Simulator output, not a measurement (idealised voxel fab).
process module | voxel transistor to metal
cross-section cut | 190 nm wide | cells 5 nm
A cross-section is a grid of square cells, given in bands from the top down. A band is one or more rows of cells.
Each band's line starts with the height of the band's top and of its bottom, in nm. Then come its materials from left to right, each with its width in nm. One material with "throughout" fills the band from edge to edge. "air" is empty space.
Height 0 is the level under which the wafer as received is all one material. The lowest band goes on downwards, as in "0 down".
A width such as "30 to 40" changes by the same amount from each row of cells to the next, from the band's top row to its bottom row.
"no change" after a step means that no cell of the cross-section changed.
closed voids: empty space of 8 cells or more with no open way to the top, each as width x height at its distance from the left edge, in nm
after a step's settings: what the simulator itself notes on the step
overlay nm, on a step with a mask: how far to the right of its planned place the mask lay; to the left if negative
plan
1 op RECEIVE | material Si
2 op OXIDIZE | depth nm 5
3 op CONFORMAL_DEP | material SiN | thk nm 15
4 op MASKED_ETCH | tone cover | mask id ACTIVE | width nm 135 | etch materials SiN | depth nm 15 | overlay nm 0
5 op MASKED_ETCH | tone cover | mask id ACTIVE | width nm 135 | etch materials SiO2 | depth nm 5 | overlay nm 0
6 op MASKED_ETCH | tone cover | mask id ACTIVE | width nm 135 | etch materials Si | depth nm 20 | overlay nm 0
7 op FILL_DEP | material SiO2 | thk nm 10
8 op CMP | height nm 15
9 op SELECTIVE_ETCH | etch materials SiO2 | depth nm 5
10 op STRIP | etch materials SiN
11 op SELECTIVE_ETCH | etch materials SiO2 | depth nm 5
12 op OXIDIZE | depth nm 5
13 op DIRECTIONAL_DEP | material polySi | thk nm 30
14 op DIRECTIONAL_DEP | material SiCN | thk nm 10
15 op DIRECTIONAL_DEP | material aC | thk nm 15
16 op PATTERN | tone cover | mask id GATE | material resist | width nm 35 | thk nm 30 | overlay nm 0
17 op DIRECTIONAL_ETCH | etch materials aC | depth nm 15
18 op STRIP | etch materials resist
19 op DIRECTIONAL_ETCH | etch materials SiCN | depth nm 20
20 op DIRECTIONAL_ETCH | etch materials polySi | depth nm 40
21 op STRIP | etch materials aC
22 op CONFORMAL_DEP | material SiN | thk nm 5
23 op DIRECTIONAL_ETCH | etch materials SiN | depth nm 5
24 op DIRECTIONAL_ETCH | etch materials SiO2 | depth nm 5
25 op DIRECTIONAL_ETCH | etch materials Si | depth nm 5
26 op EPI | material nSi | thk nm 5
27 op FILL_DEP | material SiO2 | thk nm 10
28 op CMP | height nm 25
29 op STRIP | etch materials polySi
30 op SELECTIVE_ETCH | etch materials SiO2 | depth nm 5
31 op CONFORMAL_DEP | material HfO2 | thk nm 5
32 op CONFORMAL_DEP | material TiN | thk nm 5
33 op FILL_DEP | material W | thk nm 10
34 op CMP | height nm 20
35 op DIRECTIONAL_DEP | material SiO2 | thk nm 15
36 op MASKED_ETCH | tone open | mask id CONTACT | width nm 20 | pitch nm 95 | etch materials SiO2 | depth nm 45 | overlay nm 0
37 op CONFORMAL_DEP | material TiN | thk nm 5
38 op FILL_DEP | material W | thk nm 5
39 op CMP | height nm 35
40 op DIRECTIONAL_DEP | material TiN | thk nm 5
41 op DIRECTIONAL_DEP | material W | thk nm 20
42 op MASKED_ETCH | tone cover | mask id METAL_1 | width nm 20 | pitch nm 95 | etch materials W | depth nm 20 | overlay nm 0
43 op MASKED_ETCH | tone cover | mask id METAL_1 | width nm 20 | pitch nm 95 | etch materials TiN | depth nm 5 | overlay nm 0
44 op FILL_DEP | material lowk | thk nm 10
45 op CMP | height nm 60
46 op CONFORMAL_DEP | material SiCN | thk nm 5
as received, after step 1
  0 down: Si throughout
  closed voids: none
a wafer at the end: this start, this plan, one mistake
  65 to 60: SiCN throughout
  60 to 40: lowk 35 | W 20 | lowk 75 | W 20 | lowk 40
  40 to 35: lowk 35 | TiN 20 | lowk 75 | TiN 20 | lowk 40
  35 to 20: SiO2 35 | TiN 5 | W 10 | TiN 5 | SiO2 75 | TiN 5 | W 10 | TiN 5 | SiO2 40
  20 to 5: SiO2 35 | TiN 5 | W 10 | TiN 5 | SiO2 15 | SiN 5 | HfO2 5 | TiN 5 | W 15 | TiN 5 | HfO2 5 | SiN 5 | SiO2 15 | TiN 5 | W 10 | TiN 5 | SiO2 40
  5 to 0: SiO2 15 | SiN 5 | SiO2 15 | TiN 5 | W 10 | TiN 5 | SiO2 15 | SiN 5 | HfO2 5 | TiN 5 | W 15 | TiN 5 | HfO2 5 | SiN 5 | SiO2 15 | TiN 5 | W 10 | TiN 5 | SiO2 15 | SiN 5 | SiO2 20
  0 to -5: SiO2 15 | SiN 5 | SiO2 15 | TiN 5 | W 10 | TiN 5 | SiO2 15 | SiN 5 | HfO2 5 | TiN 25 | HfO2 5 | SiN 5 | SiO2 15 | TiN 5 | W 10 | TiN 5 | SiO2 15 | SiN 5 | SiO2 20
  -5 to -10: SiO2 15 | SiN 10 | SiO2 10 | TiN 20 | SiO2 10 | nSi 5 | HfO2 45 | nSi 5 | SiO2 10 | TiN 20 | SiO2 10 | SiN 10 | SiO2 20
  -10 to -15: SiO2 30 | nSi 40 | Si 45 | nSi 40 | SiO2 35
  -15 to -25: SiO2 25 | Si 135 | SiO2 30
  -25 down: Si throughout
  closed voids: none
what went wrong: steps 9 and 10 were swapped
